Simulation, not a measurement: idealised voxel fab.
The document below concerns the process module designated voxel capacitor over wiring.
We display cut, a cross-section 145 nm in width whose square cells are each 5 nm.
Cross-section spec: square-cell grid; bands listed top down; each band is one or more rows.
Look at the band entry: it leads with the top's height and the bottom's height in nm. Then it lists the materials left to right, with a width in nm for each. The word "throughout" on a single material says that material fills the band edge to edge. The word "air" is empty space.
Beneath 0, the wafer as received is one material, and that level is where height counting begins. The lowest band goes on downward without a bottom; it is written like "z 0 and below".
The two numbers in a width such as "30 to 40" mark its ends across the band: the first belongs to the top row of cells, the second to the bottom row, and from each row to the next the width moves by the same amount.
"changes: none" means the step left every cell of the cross-section as it was.
"Enclosed internal cavities" enumerates empty spaces isolated from the top, with no open way to it, that contain at least 8 cells, giving each as width x height at distance from the left edge, all three in nm.
Formally, on a step line, whatever follows the settings is a remark that the simulator itself makes on the step.
overlay nm: where the mask lay relative to plan, measured to the right, on steps with a mask; negatives go left.
[Steps in the process plan]
1,RECEIVE, material Si
2,CONFORMAL_DEP, material SiO2, thk nm 15
3,DIRECTIONAL_DEP, material TiN, thk nm 5
4,DIRECTIONAL_DEP, material W, thk nm 15
5,DIRECTIONAL_DEP, material aC, thk nm 10
6,PATTERN, tone cover, mask id METAL_1, material resist, width nm 30, pitch nm 85, thk nm 30, overlay nm 0
7,DIRECTIONAL_ETCH, etch materials aC, depth nm 10
8,STRIP, etch materials resist
9,DIRECTIONAL_ETCH, etch materials W, depth nm 15
10,DIRECTIONAL_ETCH, etch materials TiN, depth nm 5
11,STRIP, etch materials aC
12,FILL_DEP, material lowk, thk nm 5
13,CMP, height nm 35
14,CONFORMAL_DEP, material SiCN, thk nm 5
15,DIRECTIONAL_DEP, material lowk, thk nm 20
16,PATTERN, tone open, mask id PLUG_1, material resist, width nm 15, thk nm 15, overlay nm 0
17,DIRECTIONAL_ETCH, etch materials lowk, depth nm 20
18,DIRECTIONAL_ETCH, etch materials SiCN, depth nm 5
19,STRIP, etch materials resist
20,EPI, material Ru, thk nm 10
21,EPI, material Ru, thk nm 10
22,EPI, material Ru, thk nm 5
23,DIRECTIONAL_DEP, material TiN, thk nm 5
24,DIRECTIONAL_DEP, material HfO2, thk nm 5
25,DIRECTIONAL_DEP, material TiN, thk nm 10
26,MASKED_ETCH, tone cover, mask id UPPER_PLATE, width nm 60, etch materials TiN, depth nm 10, overlay nm 0
27,MASKED_ETCH, tone cover, mask id UPPER_PLATE, width nm 60, etch materials HfO2, depth nm 5, overlay nm 0
28,DIRECTIONAL_DEP, material aC, thk nm 15
29,PATTERN, tone cover, mask id LOWER_PLATE, material resist, width nm 70, thk nm 30, overlay nm 0
30,DIRECTIONAL_ETCH, etch materials aC, depth nm 15
31,STRIP, etch materials resist
32,DIRECTIONAL_ETCH, etch materials TiN, depth nm 5
33,STRIP, etch materials aC
34,FILL_DEP, material SiO2, thk nm 20
35,CMP, height nm 95
36,DIRECTIONAL_DEP, material aC, thk nm 15
37,PATTERN, tone open, mask id PLUG_2, material resist, width nm 15, thk nm 30, overlay nm 0
38,DIRECTIONAL_ETCH, etch materials aC, depth nm 15
39,STRIP, etch materials resist
40,DIRECTIONAL_ETCH, etch materials SiO2, depth nm 15
41,STRIP, etch materials aC
42,CONFORMAL_DEP, material TiN, thk nm 5
43,FILL_DEP, material Ru, thk nm 5
44,CMP, height nm 95
45,CONFORMAL_DEP, material SiCN, thk nm 5
[As-received wafer cross-section (after step 1)]
- z 0 and below  Si throughout
- Enclosed internal cavities: none
[Here's the wafer cut in cross-section after the module, started and planned just like above, except one thing was done wrong in the run]
- z 100 to 95  SiCN throughout
- z 95 to 85  40 SiO2 / 5 TiN / 5 Ru / 5 TiN / 90 SiO2
- z 85 to 80  40 SiO2 / 15 TiN / 90 SiO2
- z 80 to 70  30 SiO2 / 15 TiN / 30 SiO2 / 15 TiN / 55 SiO2
- z 70 to 65  30 SiO2 / 15 HfO2 / 30 SiO2 / 15 HfO2 / 55 SiO2
- z 65 to 60  25 SiO2 / 20 TiN / 30 SiO2 / 20 TiN / 50 SiO2
- z 60 to 55  30 Ru / 15 lowk / 30 SiO2 / 70 Ru
- z 55 to 45  30 Ru / 15 lowk / 30 TiN / 70 Ru
- z 45 to 40  30 Ru / 15 lowk / 30 HfO2 / 70 Ru
- z 40 to 35  30 Ru / 15 SiCN / 30 TiN / 70 Ru
- z 35 to 20  15 lowk / 30 W / 55 lowk / 30 W / 15 lowk
- z 20 to 15  15 lowk / 30 TiN / 55 lowk / 30 TiN / 15 lowk
- z 15 to 0  SiO2 throughout
- z 0 and below  Si throughout
- Enclosed internal cavities: none
Error vs. plan: so step 16 ended up running with a different setting than we planned, it ran as PATTERN, tone cover, mask id PLUG_1, material resist, width nm 15, thk nm 15, overlay nm 0
